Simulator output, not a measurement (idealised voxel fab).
Presented below is a process module, voxel capacitor over wiring.
The cross-section on display is named cut; it measures 215 nm wide, and its cells are 5 nm squares.
Think of the cross-section as a grid of square cells. We describe it in bands, top to bottom, and each band covers one or more rows of those cells. Band: top and bottom heights (nm) first, top before bottom; then materials from left to right, widths in nm. "edge to edge" marks a sole material filling the band edge to edge. "empty" denotes empty space. Basically, 0 is our baseline, since under it the wafer straight out of the box is all one material. The bottom band has no lower end and keeps on going down, so it looks like "top 0, no bottom". The expression "30 to 40" gives the width at the extremes of the band, the first number at its top row of cells and the second at its bottom row, with the width changing by equal amounts from each row to the next in between. Take "no change" at face value: in the step it is given for, the cross-section changed in none of its cells. What "Completely sealed voids" gives you is every empty space of 8 cells or more that is cut off from the top. Each appears as width x height at distance, with the distance taken from the left edge and width, height and distance all in nm. Anything after a step's settings on that line? It's the simulator's own note about the step. The optional step-line setting "overlay nm" applies to steps with a mask and quantifies how far to the right of its planned location the mask lay, a negative value indicating leftward placement.
# Below is the list of planned process steps
| 1 | RECEIVE: material Si |
| 2 | CONFORMAL_DEP: material SiO2, thk nm 15 |
| 3 | CONFORMAL_DEP: material SiN, thk nm 5 |
| 4 | DIRECTIONAL_DEP: material lowk, thk nm 20 |
| 5 | MASKED_ETCH: tone open, mask id METAL_1, width nm 25, pitch nm 95, etch materials lowk, depth nm 20, overlay nm 0 |
| 6 | MASKED_ETCH: tone open, mask id METAL_1, width nm 25, pitch nm 95, etch materials SiN, depth nm 5, overlay nm 0 |
| 7 | CONFORMAL_DEP: material TiN, thk nm 5 |
| 8 | FILL_DEP: material W, thk nm 5 |
| 9 | CMP: height nm 40 |
| 10 | EPI: material Ru, thk nm 5 |
| 11 | FILL_DEP: material SiCN, thk nm 5 |
| 12 | DIRECTIONAL_DEP: material SiO2, thk nm 10 |
| 13 | PATTERN: tone open, mask id PLUG_1, material resist, width nm 15, thk nm 15, overlay nm 0 |
| 14 | DIRECTIONAL_ETCH: etch materials SiO2, depth nm 10 |
| 15 | DIRECTIONAL_ETCH: etch materials SiCN, depth nm 5 |
| 16 | STRIP: etch materials resist |
| 17 | CONFORMAL_DEP: material TiN, thk nm 5 |
| 18 | FILL_DEP: material Ru, thk nm 5 |
| 19 | CMP: height nm 60 |
| 20 | DIRECTIONAL_DEP: material TiN, thk nm 10 |
| 21 | DIRECTIONAL_DEP: material HfO2, thk nm 5 |
| 22 | DIRECTIONAL_DEP: material TiN, thk nm 10 |
| 23 | DIRECTIONAL_DEP: material aC, thk nm 10 |
| 24 | PATTERN: tone cover, mask id UPPER_PLATE, material resist, width nm 75, thk nm 25, overlay nm 0 |
| 25 | DIRECTIONAL_ETCH: etch materials aC, depth nm 10 |
| 26 | STRIP: etch materials resist |
| 27 | DIRECTIONAL_ETCH: etch materials TiN, depth nm 10 |
| 28 | DIRECTIONAL_ETCH: etch materials HfO2, depth nm 5 |
| 29 | STRIP: etch materials aC |
| 30 | MASKED_ETCH: tone cover, mask id LOWER_PLATE, width nm 85, etch materials TiN, depth nm 10, overlay nm 0 |
| 31 | FILL_DEP: material SiO2, thk nm 20 |
| 32 | CMP: height nm 100 |
| 33 | PATTERN: tone open, mask id PLUG_2, material resist, width nm 15, thk nm 20, overlay nm 0 |
| 34 | DIRECTIONAL_ETCH: etch materials SiO2, depth nm 15 |
| 35 | STRIP: etch materials resist |
| 36 | CONFORMAL_DEP: material TiN, thk nm 5 |
| 37 | FILL_DEP: material Ru, thk nm 5 |
| 38 | CMP: height nm 100 |
| 39 | CONFORMAL_DEP: material SiN, thk nm 5 |
# So this is the incoming wafer in cross-section - it's already been through step 1
* top 0, no bottom | Si edge to edge
* Completely sealed voids: none
# Wafer at module end, in section. Began as above, planned as above, run with one mistake
* top 105, bottom 100 | SiN edge to edge
* top 100, bottom 90 | SiO2 65 nm; TiN 5 nm; Ru 5 nm; TiN 5 nm; SiO2 135 nm
* top 90, bottom 85 | SiO2 65 nm; TiN 15 nm; SiO2 135 nm
* top 85, bottom 75 | SiO2 55 nm; TiN 75 nm; SiO2 85 nm
* top 75, bottom 70 | SiO2 55 nm; HfO2 75 nm; SiO2 85 nm
* top 70, bottom 60 | SiO2 50 nm; TiN 85 nm; SiO2 80 nm
* top 60, bottom 50 | SiO2 55 nm; TiN 5 nm; Ru 5 nm; TiN 5 nm; SiO2 145 nm
* top 50, bottom 45 | SiCN 55 nm; TiN 15 nm; SiCN 145 nm
* top 45, bottom 40 | SiCN 45 nm; Ru 35 nm; SiCN 60 nm; Ru 35 nm; SiCN 40 nm
* top 40, bottom 25 | lowk 50 nm; TiN 5 nm; W 15 nm; TiN 5 nm; lowk 70 nm; TiN 5 nm; W 15 nm; TiN 5 nm; lowk 45 nm
* top 25, bottom 20 | lowk 50 nm; TiN 5 nm; W 10 nm; TiN 10 nm; lowk 70 nm; TiN 5 nm; W 10 nm; TiN 10 nm; lowk 45 nm
* top 20, bottom 15 | SiN 50 nm; TiN 20 nm; SiN 75 nm; TiN 20 nm; SiN 50 nm
* top 15, bottom 0 | SiO2 edge to edge
* top 0, no bottom | Si edge to edge
* Completely sealed voids: none
Against the plan, the run slipped here: step 5 ran differently from the plan; actual operation with settings: MASKED_ETCH: tone open, mask id METAL_1, width nm 25, pitch nm 95, etch materials lowk, depth nm 20, overlay nm 5
